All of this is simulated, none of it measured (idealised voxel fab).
The following process module bears the name voxel transistor to metal.
Xsec cut, 295 nm wide, square cell size 5 nm.
Cross-section, as written here: a square-cell grid given band by band from the top down, where a band holds one or more rows of cells. The entry gives the band's vertical extent as a top height and a bottom height in nm, then its horizontal make-up as materials from left to right, each with a width in nm. "blank" stands for empty space; a single material marked "throughout" fills the band edge to edge. Ref level 0: as-received wafer is one material below here. Bottom band extends down with no lower bound ("0 down"). When a width is written as two numbers, as in "30 to 40", the first number is the width in the top row of cells of the band and the second is the width in its bottom row, and the width changes by the same amount from each row to the next. "no modifications" -> step changed no cross-section cell. Closed empty spaces (no open way to the top) of 8 cells or more are what "Enclosed voids" lists, each as width x height at distance from the left edge, nm for all three. after a step's settings: what the simulator itself notes on the step. overlay nm: right-of-plan distance of the mask on a masked step; negative values mean left-of-plan.

This section lists the process steps that were planned
- 1: RECEIVE [material Si]
- 2: OXIDIZE [depth nm 5]
- 3: CONFORMAL_DEP [material SiN] [thk nm 15]
- 4: DIRECTIONAL_DEP [material aC] [thk nm 10]
- 5: PATTERN [tone cover] [mask id ACTIVE] [material resist] [width nm 95] [pitch nm 120] [thk nm 30] [overlay nm 0]
- 6: DIRECTIONAL_ETCH [etch materials aC] [depth nm 10]
- 7: STRIP [etch materials resist]
- 8: DIRECTIONAL_ETCH [etch materials SiN] [depth nm 15]
- 9: DIRECTIONAL_ETCH [etch materials SiO2] [depth nm 5]
- 10: DIRECTIONAL_ETCH [etch materials Si] [depth nm 25]
- 11: STRIP [etch materials aC]
- 12: FILL_DEP [material SiO2] [thk nm 5]
- 13: CMP [height nm 15]
- 14: SELECTIVE_ETCH [etch materials SiO2] [depth nm 15]
- 15: STRIP [etch materials SiN]
- 16: SELECTIVE_ETCH [etch materials SiO2] [depth nm 5]
- 17: OXIDIZE [depth nm 5]
- 18: DIRECTIONAL_DEP [material polySi] [thk nm 30]
- 19: DIRECTIONAL_DEP [material SiCN] [thk nm 15]
- 20: MASKED_ETCH [tone cover] [mask id GATE] [width nm 15] [pitch nm 120] [etch materials SiCN] [depth nm 25] [overlay nm 0]
- 21: MASKED_ETCH [tone cover] [mask id GATE] [width nm 15] [pitch nm 120] [etch materials polySi] [depth nm 40] [overlay nm 0]
- 22: CONFORMAL_DEP [material SiN] [thk nm 10]
- 23: DIRECTIONAL_ETCH [etch materials SiN] [depth nm 10]
- 24: DIRECTIONAL_ETCH [etch materials SiO2] [depth nm 5]
- 25: DIRECTIONAL_ETCH [etch materials Si] [depth nm 15]
- 26: EPI [material nSi] [thk nm 15]
- 27: FILL_DEP [material SiO2] [thk nm 5]
- 28: CMP [height nm 40]
- 29: DIRECTIONAL_DEP [material SiO2] [thk nm 10]
- 30: DIRECTIONAL_DEP [material aC] [thk nm 15]
- 31: PATTERN [tone open] [mask id CONTACT] [material resist] [width nm 20] [thk nm 35] [overlay nm 0]
- 32: DIRECTIONAL_ETCH [etch materials aC] [depth nm 15]
- 33: STRIP [etch materials resist]
- 34: DIRECTIONAL_ETCH [etch materials SiO2] [depth nm 60]
- 35: STRIP [etch materials aC]
- 36: CONFORMAL_DEP [material TiN] [thk nm 5]
- 37: FILL_DEP [material Ru] [thk nm 10]
- 38: CMP [height nm 50]
- 39: DIRECTIONAL_DEP [material TiN] [thk nm 5]
- 40: DIRECTIONAL_DEP [material W] [thk nm 25]
- 41: DIRECTIONAL_DEP [material aC] [thk nm 15]
- 42: PATTERN [tone cover] [mask id METAL_1] [material resist] [width nm 20] [thk nm 30] [overlay nm 0]
- 43: DIRECTIONAL_ETCH [etch materials aC] [depth nm 15]
- 44: STRIP [etch materials resist]
- 45: DIRECTIONAL_ETCH [etch materials W] [depth nm 25]
- 46: DIRECTIONAL_ETCH [etch materials TiN] [depth nm 5]
- 47: STRIP [etch materials aC]
- 48: FILL_DEP [material lowk] [thk nm 5]
- 49: CMP [height nm 80]
- 50: CONFORMAL_DEP [material SiCN] [thk nm 5]
- 51: DIRECTIONAL_DEP [material lowk] [thk nm 30]
- 52: PATTERN [tone open] [mask id METAL_2_HOLES] [material resist] [width nm 15] [pitch nm 120] [thk nm 20] [overlay nm 0]
- 53: DIRECTIONAL_ETCH [etch materials lowk] [depth nm 30]
- 54: STRIP [etch materials resist]
- 55: PATTERN [tone open] [mask id METAL_2] [material resist] [width nm 20] [pitch nm 120] [thk nm 15] [overlay nm 0]
- 56: DIRECTIONAL_ETCH [etch materials lowk] [depth nm 15]
- 57: DIRECTIONAL_ETCH [etch materials SiCN] [depth nm 5]
- 58: STRIP [etch materials resist]
- 59: CONFORMAL_DEP [material TiN] [thk nm 5]
- 60: FILL_DEP [material Ru] [thk nm 5]
- 61: CMP [height nm 115]
- 62: CONFORMAL_DEP [material SiCN] [thk nm 5]

Cross-section of the wafer at receipt, which is the condition after step 1
> 0 down: Si throughout
> Enclosed voids: none

End-of-module cross-section. Starting structure and process plan as above; one mistake made in running it
> 120 to 115: SiCN throughout
> 115 to 105: lowk: 45 | TiN: 5 | Ru: 10 | TiN: 5 | lowk: 100 | TiN: 5 | Ru: 10 | TiN: 5 | lowk: 110
> 105 to 100: lowk: 45 | TiN: 5 | Ru: 5 | TiN: 10 | lowk: 100 | TiN: 5 | Ru: 5 | TiN: 10 | lowk: 110
> 100 to 85: lowk: 45 | TiN: 5 | Ru: 5 | TiN: 5 | lowk: 105 | TiN: 5 | Ru: 5 | TiN: 5 | lowk: 115
> 85 to 80: SiCN: 45 | TiN: 15 | SiCN: 105 | TiN: 15 | SiCN: 115
> 80 to 75: lowk: 45 | TiN: 20 | lowk: 45 | TiN: 20 | lowk: 35 | TiN: 20 | lowk: 45 | TiN: 20 | lowk: 45
> 75 to 50: W throughout
> 50 to 40: SiO2: 45 | TiN: 5 | Ru: 10 | TiN: 5 | SiO2: 45 | TiN: 5 | Ru: 10 | TiN: 5 | SiO2: 35 | TiN: 5 | Ru: 10 | TiN: 5 | SiO2: 45 | TiN: 5 | Ru: 10 | TiN: 5 | SiO2: 45
> 40 to 25: SiO2: 45 | TiN: 5 | Ru: 10 | TiN: 5 | SiO2: 5 | SiN: 10 | SiCN: 15 | SiN: 10 | SiO2: 5 | TiN: 5 | Ru: 10 | TiN: 5 | SiO2: 35 | TiN: 5 | Ru: 10 | TiN: 5 | SiO2: 5 | SiN: 10 | SiCN: 15 | SiN: 10 | SiO2: 5 | TiN: 5 | Ru: 10 | TiN: 5 | SiO2: 45
> 25 to 10: SiO2: 45 | TiN: 5 | Ru: 10 | TiN: 5 | SiO2: 5 | SiN: 10 | polySi: 15 | SiN: 10 | SiO2: 5 | TiN: 5 | Ru: 10 | TiN: 5 | SiO2: 35 | TiN: 5 | Ru: 10 | TiN: 5 | SiO2: 5 | SiN: 10 | polySi: 15 | SiN: 10 | SiO2: 5 | TiN: 5 | Ru: 10 | TiN: 5 | SiO2: 45
> 10 to 5: SiO2: 45 | TiN: 20 | SiO2: 5 | SiN: 10 | polySi: 15 | SiN: 10 | SiO2: 5 | TiN: 20 | SiO2: 35 | TiN: 20 | SiO2: 5 | SiN: 10 | polySi: 15 | SiN: 10 | SiO2: 5 | TiN: 20 | SiO2: 45
> 5 to -5: SiO2: 45 | TiN: 10 | nSi: 15 | SiN: 10 | polySi: 15 | SiN: 10 | nSi: 15 | TiN: 10 | SiO2: 35 | TiN: 10 | nSi: 15 | SiN: 10 | polySi: 15 | SiN: 10 | nSi: 15 | TiN: 10 | SiO2: 45
> -5 to -10: SiO2: 45 | TiN: 10 | nSi: 15 | SiO2: 35 | nSi: 15 | TiN: 10 | SiO2: 35 | TiN: 10 | nSi: 15 | SiO2: 35 | nSi: 15 | TiN: 10 | SiO2: 45
> -10 to -25: SiO2: 40 | nSi: 30 | Si: 35 | nSi: 30 | SiO2: 25 | nSi: 30 | Si: 35 | nSi: 30 | SiO2: 40
> -25 to -30: SiO2: 40 | Si: 95 | SiO2: 25 | Si: 95 | SiO2: 40
> -30 down: Si throughout
> Enclosed voids: none
The mistake made against the process plan was this: step 39 ran in the slot meant for step 40, and vice versa
